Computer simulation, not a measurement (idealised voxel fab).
process module | voxel transistor to metal
cross-section cut | 165 nm wide | cells 5 nm
A cross-section is a grid of square cells, given in bands from the top down. A band is one or more rows of cells.
Each band's line starts with the height of the band's top and of its bottom, in nm. Then come its materials from left to right, each with its width in nm. One material with "throughout" fills the band from edge to edge. "air" is empty space.
Height 0 is the level under which the wafer as received is all one material. The lowest band goes on downwards, as in "0 down".
A width such as "30 to 40" changes by the same amount from each row of cells to the next, from the band's top row to its bottom row.
"no change" after a step means that no cell of the cross-section changed.
closed voids: empty space of 8 cells or more with no open way to the top, each as width x height at its distance from the left edge, in nm
after a step's settings: what the simulator itself notes on the step
overlay nm, on a step with a mask: how far to the right of its planned place the mask lay; to the left if negative
plan
1 op RECEIVE | material Si
2 op CONFORMAL_DEP | material SiO2 | thk nm 5
3 op CONFORMAL_DEP | material SiN | thk nm 15
4 op PATTERN | tone cover | mask id ACTIVE | material resist | width nm 95 | thk nm 15 | overlay nm 0
5 op DIRECTIONAL_ETCH | etch materials SiN | depth nm 15
6 op DIRECTIONAL_ETCH | etch materials SiO2 | depth nm 5
7 op DIRECTIONAL_ETCH | etch materials Si | depth nm 35
8 op STRIP | etch materials resist
9 op FILL_DEP | material SiO2 | thk nm 15
10 op CMP | height nm 20
11 op SELECTIVE_ETCH | etch materials SiO2 | depth nm 10
12 op STRIP | etch materials SiN
13 op SELECTIVE_ETCH | etch materials SiO2 | depth nm 5
14 op OXIDIZE | depth nm 5
15 op DIRECTIONAL_DEP | material polySi | thk nm 25
16 op DIRECTIONAL_DEP | material SiCN | thk nm 10
17 op DIRECTIONAL_DEP | material aC | thk nm 15
18 op PATTERN | tone cover | mask id GATE | material resist | width nm 15 | thk nm 30 | overlay nm 0
19 op DIRECTIONAL_ETCH | etch materials aC | depth nm 15
20 op STRIP | etch materials resist
21 op DIRECTIONAL_ETCH | etch materials SiCN | depth nm 20
22 op DIRECTIONAL_ETCH | etch materials polySi | depth nm 35
23 op STRIP | etch materials aC
24 op CONFORMAL_DEP | material SiN | thk nm 10
25 op DIRECTIONAL_ETCH | etch materials SiN | depth nm 10
26 op DIRECTIONAL_ETCH | etch materials SiO2 | depth nm 5
27 op DIRECTIONAL_ETCH | etch materials Si | depth nm 15
28 op EPI | material pSi | thk nm 20
29 op FILL_DEP | material SiO2 | thk nm 5
30 op CMP | height nm 35
31 op DIRECTIONAL_DEP | material SiO2 | thk nm 15
32 op PATTERN | tone open | mask id CONTACT | material resist | width nm 30 | pitch nm 55 | thk nm 15 | overlay nm 0
33 op DIRECTIONAL_ETCH | etch materials SiO2 | depth nm 35
34 op STRIP | etch materials resist
35 op CONFORMAL_DEP | material TiN | thk nm 5
36 op FILL_DEP | material W | thk nm 10
37 op CMP | height nm 50
38 op CONFORMAL_DEP | material SiCN | thk nm 5
39 op DIRECTIONAL_DEP | material SiO2 | thk nm 25
40 op DIRECTIONAL_DEP | material aC | thk nm 10
41 op PATTERN | tone open | mask id METAL_1 | material resist | width nm 20 | pitch nm 65 | thk nm 25 | overlay nm 0
42 op DIRECTIONAL_ETCH | etch materials aC | depth nm 10
43 op STRIP | etch materials resist
44 op DIRECTIONAL_ETCH | etch materials SiO2 | depth nm 25
45 op DIRECTIONAL_ETCH | etch materials SiCN | depth nm 5
46 op STRIP | etch materials aC
47 op CONFORMAL_DEP | material TiN | thk nm 5
48 op FILL_DEP | material Cu | thk nm 5
49 op CMP | height nm 80
50 op CONFORMAL_DEP | material SiCN | thk nm 5
51 op DIRECTIONAL_DEP | material SiO2 | thk nm 30
52 op DIRECTIONAL_DEP | material aC | thk nm 15
53 op PATTERN | tone open | mask id METAL_2 | material resist | width nm 20 | pitch nm 65 | thk nm 35 | overlay nm 0
54 op DIRECTIONAL_ETCH | etch materials aC | depth nm 15
55 op STRIP | etch materials resist
56 op DIRECTIONAL_ETCH | etch materials SiO2 | depth nm 15
57 op STRIP | etch materials aC
58 op MASKED_ETCH | tone open | mask id METAL_2_HOLES | width nm 15 | pitch nm 65 | etch materials SiO2 | depth nm 15 | overlay nm 0
59 op MASKED_ETCH | tone open | mask id METAL_2_HOLES | width nm 15 | pitch nm 65 | etch materials SiCN | depth nm 5 | overlay nm 0
60 op CONFORMAL_DEP | material TiN | thk nm 5
61 op FILL_DEP | material Cu | thk nm 5
62 op CMP | height nm 115
63 op CONFORMAL_DEP | material SiN | thk nm 5
as received, after step 1
  0 down: Si throughout
  closed voids: none
a wafer at the end: this start, this plan, one mistake
  120 to 115: SiN throughout
  115 to 105: SiO2 40 | TiN 5 | Cu 10 | TiN 5 | SiO2 45 | TiN 5 | Cu 10 | TiN 5 | SiO2 40
  105 to 100: SiO2 40 | TiN 5 | Cu 5 | TiN 10 | SiO2 45 | TiN 5 | Cu 5 | TiN 10 | SiO2 40
  100 to 85: SiO2 40 | TiN 5 | Cu 5 | TiN 5 | SiO2 50 | TiN 5 | Cu 5 | TiN 5 | SiO2 45
  85 to 80: SiCN 40 | TiN 15 | SiCN 50 | TiN 15 | SiCN 45
  80 to 55: SiO2 40 | TiN 5 | Cu 10 | TiN 5 | SiO2 45 | TiN 5 | Cu 10 | TiN 5 | SiO2 40
  55 to 50: SiCN 40 | TiN 20 | SiCN 45 | TiN 20 | SiCN 40
  50 to 35: SiO2 40 | TiN 5 | W 20 | TiN 5 | SiO2 25 | TiN 5 | W 20 | TiN 5 | SiO2 40
  35 to 30: SiO2 40 | TiN 5 | W 15 | TiN 10 | SiO2 25 | TiN 10 | W 15 | TiN 5 | SiO2 40
  30 to 20: SiO2 40 | TiN 5 | W 15 | TiN 5 | SiN 10 | SiCN 15 | SiN 10 | TiN 5 | W 15 | TiN 5 | SiO2 40
  20 to 15: SiO2 40 | TiN 25 | SiN 10 | polySi 15 | SiN 10 | TiN 25 | SiO2 40
  15 to 5: SiO2 30 | pSi 35 | SiN 10 | polySi 15 | SiN 10 | pSi 35 | SiO2 30
  5 to 0: SiO2 30 | SiN 10 | pSi 25 | SiN 10 | polySi 15 | SiN 10 | pSi 25 | SiN 10 | SiO2 30
  0 to -5: SiO2 40 | pSi 25 | SiO2 35 | pSi 25 | SiO2 40
  -5 to -20: SiO2 35 | Si 5 | pSi 25 | Si 35 | pSi 25 | Si 5 | SiO2 35
  -20 to -35: SiO2 35 | Si 95 | SiO2 35
  -35 down: Si throughout
  closed voids: none
what went wrong: step 15 ran as: op DIRECTIONAL_DEP | material polySi | thk nm 20
